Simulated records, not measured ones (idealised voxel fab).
Documented hereafter: the process module known as voxel gate over fins.
For reference, the cross-section in this document is cut, with width 255 nm and square cells of 5 nm.
Heads up, the way a cross-section reads in here is a grid of square cells, handed over as bands from the top down, with every band being one or more rows of cells. Heights first: top, then bottom, in nm. Then materials, left to right, each with a width in nm. "all across" on a single material: fills the band edge to edge. "empty": empty space. Height reference: 0 = level under which incoming wafer is all one material. Lowest band: no bottom, runs on downward, e.g. "0 and below". Read "30->40" as a graded width: first number on top, second number at the bottom, same change between each pair of neighbouring rows. What does "no alteration" mean for a step? It means no cell of the cross-section changed in that step. The label "Encapsulated voids" introduces a list of the empty spaces, 8 cells or larger, that have no open way up to the top; each entry in it reads width x height at distance, where the distance is taken from the left edge and all three are stated in nm. Formally, on a step line, whatever follows the settings is a remark that the simulator itself makes on the step. overlay nm: mask right of planned place by this much (step with mask). Neg. = left.
Listed below are the process steps as planned:
| 1 | RECEIVE with material Si |
| 2 | CONFORMAL_DEP with material SiN, thk nm 10 |
| 3 | MASKED_ETCH with tone cover, mask id FINS, width nm 15, pitch nm 50, etch materials SiN, depth nm 10, overlay nm 0 |
| 4 | MASKED_ETCH with tone cover, mask id FINS, width nm 15, pitch nm 50, etch materials Si, depth nm 35, overlay nm 0 |
| 5 | OXIDIZE with depth nm 5 |
| 6 | FILL_DEP with material SiO2, thk nm 15 |
| 7 | CMP with height nm 10 |
| 8 | DIRECTIONAL_DEP with material aC, thk nm 10 |
| 9 | PATTERN with tone open, mask id RAIL, material resist, width nm 15, thk nm 30, overlay nm 0 |
| 10 | DIRECTIONAL_ETCH with etch materials aC, depth nm 10 |
| 11 | STRIP with etch materials resist |
| 12 | DIRECTIONAL_ETCH with etch materials SiO2, depth nm 40 |
| 13 | STRIP with etch materials aC |
| 14 | CONFORMAL_DEP with material TiN, thk nm 5 |
| 15 | FILL_DEP with material W, thk nm 10 |
| 16 | CMP with height nm 10 |
| 17 | SELECTIVE_ETCH with etch materials W Ru TiN, depth nm 20 |
| 18 | FILL_DEP with material SiO2, thk nm 5 |
| 19 | CMP with height nm 10 |
| 20 | SELECTIVE_ETCH with etch materials SiO2, depth nm 20 |
| 21 | STRIP with etch materials SiN |
| 22 | CONFORMAL_DEP with material HfO2, thk nm 5 |
| 23 | CONFORMAL_DEP with material TiN, thk nm 5 |
| 24 | CONFORMAL_DEP with material TiAl, thk nm 5 |
| 25 | CONFORMAL_DEP with material TiN, thk nm 5 |
| 26 | FILL_DEP with material W, thk nm 15 |
| 27 | CMP with height nm 30 |
| 28 | CONFORMAL_DEP with material SiN, thk nm 5 |
Split variable: depth nm, step 17. Plan value = first wafer. Wafers start alike.
Step 1 complete: as-received cross-section of the first of several wafers:
    0 and below = Si all across
    Encapsulated voids: none
Tabulated below, wafer by wafer, are the end-of-module results: for each material, the number of cells gained (+) or lost (-) relative to the as-received state, followed by the closed voids:
depth nm 20 | +59 HfO2 | -392 Si | +51 SiN | +282 SiO2 | +59 TiAl | +127 TiN | +171 W | Encapsulated voids: none
depth nm 25 | +59 HfO2 | -392 Si | +51 SiN | +285 SiO2 | +59 TiAl | +125 TiN | +170 W | Encapsulated voids: none
depth nm 30 | +59 HfO2 | -392 Si | +51 SiN | +288 SiO2 | +59 TiAl | +123 TiN | +169 W | Encapsulated voids: none
depth nm 35 | +59 HfO2 | -392 Si | +51 SiN | +291 SiO2 | +59 TiAl | +121 TiN | +168 W | Encapsulated voids: none
depth nm 40 | +59 HfO2 | -392 Si | +51 SiN | +294 SiO2 | +59 TiAl | +118 TiN | +168 W | Encapsulated voids: none
depth nm 45 | +59 HfO2 | -392 Si | +51 SiN | +294 SiO2 | +59 TiAl | +118 TiN | +168 W | Encapsulated voids: none
